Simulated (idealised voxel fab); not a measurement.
Process module under the name voxel capacitor over wiring
Each square cell in cross-section cut measures 5 nm, and the section as a whole is 270 nm wide.
Each cross-section below is a grid of square cells, stated as bands in top-down order, with one or more rows of cells making up each band. This entry defines a band. It first specifies the height of the band's top and the height of its bottom in nm, and then specifies the band's materials from left to right, stating each material with its width in nm. The word "everywhere" identifies a single material that fills the band from edge to edge, while the word "empty" identifies empty space. Heads up on the height convention: 0 is the point under which the incoming wafer is all one material, and the lowest band has no bottom, it just keeps going down, like "from 0 down". Width "30->40": first value at the band's top row of cells, second value at its bottom row, equal change from row to row. Basically "no modifications" means that step didn't change any cell in the cross-section. For the entry "Cavities, closed", the listed items are empty spaces with no open way to the top whose size is 8 cells or more; each item follows the pattern width x height at distance, where distance is from the left edge and all three are in nm. Whatever follows a step's settings on its line is a remark the simulator itself makes about that step. overlay nm: for a step with a mask, the amount by which the mask lay right of where it was planned; a negative amount means left of it.

# Planned process steps
step 1: RECEIVE [material Si]
step 2: CONFORMAL_DEP [material SiO2] [thk nm 10]
step 3: CONFORMAL_DEP [material SiN] [thk nm 5]
step 4: DIRECTIONAL_DEP [material SiO2] [thk nm 20]
step 5: DIRECTIONAL_DEP [material aC] [thk nm 10]
step 6: PATTERN [tone open] [mask id METAL_1] [material resist] [width nm 25] [pitch nm 90] [thk nm 25] [overlay nm 0]
step 7: DIRECTIONAL_ETCH [etch materials aC] [depth nm 10]
step 8: STRIP [etch materials resist]
step 9: DIRECTIONAL_ETCH [etch materials SiO2] [depth nm 20]
step 10: DIRECTIONAL_ETCH [etch materials SiN] [depth nm 5]
step 11: STRIP [etch materials aC]
step 12: CONFORMAL_DEP [material TiN] [thk nm 5]
step 13: FILL_DEP [material W] [thk nm 10]
step 14: CMP [height nm 35]
step 15: CONFORMAL_DEP [material SiCN] [thk nm 5]
step 16: DIRECTIONAL_DEP [material lowk] [thk nm 15]
step 17: PATTERN [tone open] [mask id PLUG_1] [material resist] [width nm 15] [thk nm 15] [overlay nm 0]
step 18: DIRECTIONAL_ETCH [etch materials lowk] [depth nm 15]
step 19: DIRECTIONAL_ETCH [etch materials SiCN] [depth nm 5]
step 20: STRIP [etch materials resist]
step 21: EPI [material Ru] [thk nm 10]
step 22: EPI [material Ru] [thk nm 10]
step 23: DIRECTIONAL_DEP [material TiN] [thk nm 10]
step 24: DIRECTIONAL_DEP [material HfO2] [thk nm 5]
step 25: DIRECTIONAL_DEP [material TiN] [thk nm 5]
step 26: PATTERN [tone cover] [mask id UPPER_PLATE] [material resist] [width nm 70] [thk nm 15] [overlay nm 0]
step 27: DIRECTIONAL_ETCH [etch materials TiN] [depth nm 5]
step 28: DIRECTIONAL_ETCH [etch materials HfO2] [depth nm 5]
step 29: STRIP [etch materials resist]
step 30: MASKED_ETCH [tone cover] [mask id LOWER_PLATE] [width nm 80] [etch materials TiN] [depth nm 10] [overlay nm 0]
step 31: FILL_DEP [material SiO2] [thk nm 20]
step 32: CMP [height nm 90]
step 33: MASKED_ETCH [tone open] [mask id PLUG_2] [width nm 15] [etch materials SiO2] [depth nm 15] [overlay nm 0]
step 34: CONFORMAL_DEP [material TiN] [thk nm 5]
step 35: FILL_DEP [material W] [thk nm 5]
step 36: CMP [height nm 90]
step 37: CONFORMAL_DEP [material SiN] [thk nm 5]

# Received-state cross-section, reflecting completion of step 1
- from 0 down: Si everywhere
- Cavities, closed: none

# Cross-sectional view of the first of the two wafers upon completion of the module, processed in accordance with the plan
- from 95 to 90: SiN everywhere
- from 90 to 80: 95 of SiO2  5 of TiN  5 of W  5 of TiN  160 of SiO2
- from 80 to 70: 95->85 of SiO2  15->70 of TiN  160->115 of SiO2
- from 70 to 65: 85 of SiO2  70 of HfO2  115 of SiO2
- from 65 to 55: 80 of SiO2  80 of TiN  110 of SiO2
- from 55 to 40: 85 of lowk  15 of Ru  170 of lowk
- from 40 to 35: 85 of SiCN  15 of Ru  170 of SiCN
- from 35 to 15: 75 of SiO2  5 of TiN  15 of W  5 of TiN  65 of SiO2  5 of TiN  15 of W  5 of TiN  80 of SiO2
- from 15 to 10: 75 of SiN  25 of TiN  65 of SiN  25 of TiN  80 of SiN
- from 10 to 0: SiO2 everywhere
- from 0 down: Si everywhere
- Cavities, closed: none

# Second wafer cross-section at end of module - shared start and plan with the first, one mistake in the run
- from 95 to 90: SiN everywhere
- from 90 to 80: 95 of SiO2  5 of TiN  5 of lowk  5 of TiN  160 of SiO2
- from 80 to 70: 95->85 of SiO2  15->70 of TiN  160->115 of SiO2
- from 70 to 65: 85 of SiO2  70 of HfO2  115 of SiO2
- from 65 to 55: 80 of SiO2  80 of TiN  110 of SiO2
- from 55 to 40: 85 of lowk  15 of Ru  170 of lowk
- from 40 to 35: 85 of SiCN  15 of Ru  170 of SiCN
- from 35 to 15: 75 of SiO2  5 of TiN  15 of W  5 of TiN  65 of SiO2  5 of TiN  15 of W  5 of TiN  80 of SiO2
- from 15 to 10: 75 of SiN  25 of TiN  65 of SiN  25 of TiN  80 of SiN
- from 10 to 0: SiO2 everywhere
- from 0 down: Si everywhere
- Cavities, closed: none
Short version of what went wrong: step 35 did not use the planned setting and instead ran as FILL_DEP [material lowk] [thk nm 5]
Wrapping up, a cell-based count of both wafers puts the second over or under the first for these materials: 2 fewer of W | 2 more of lowk
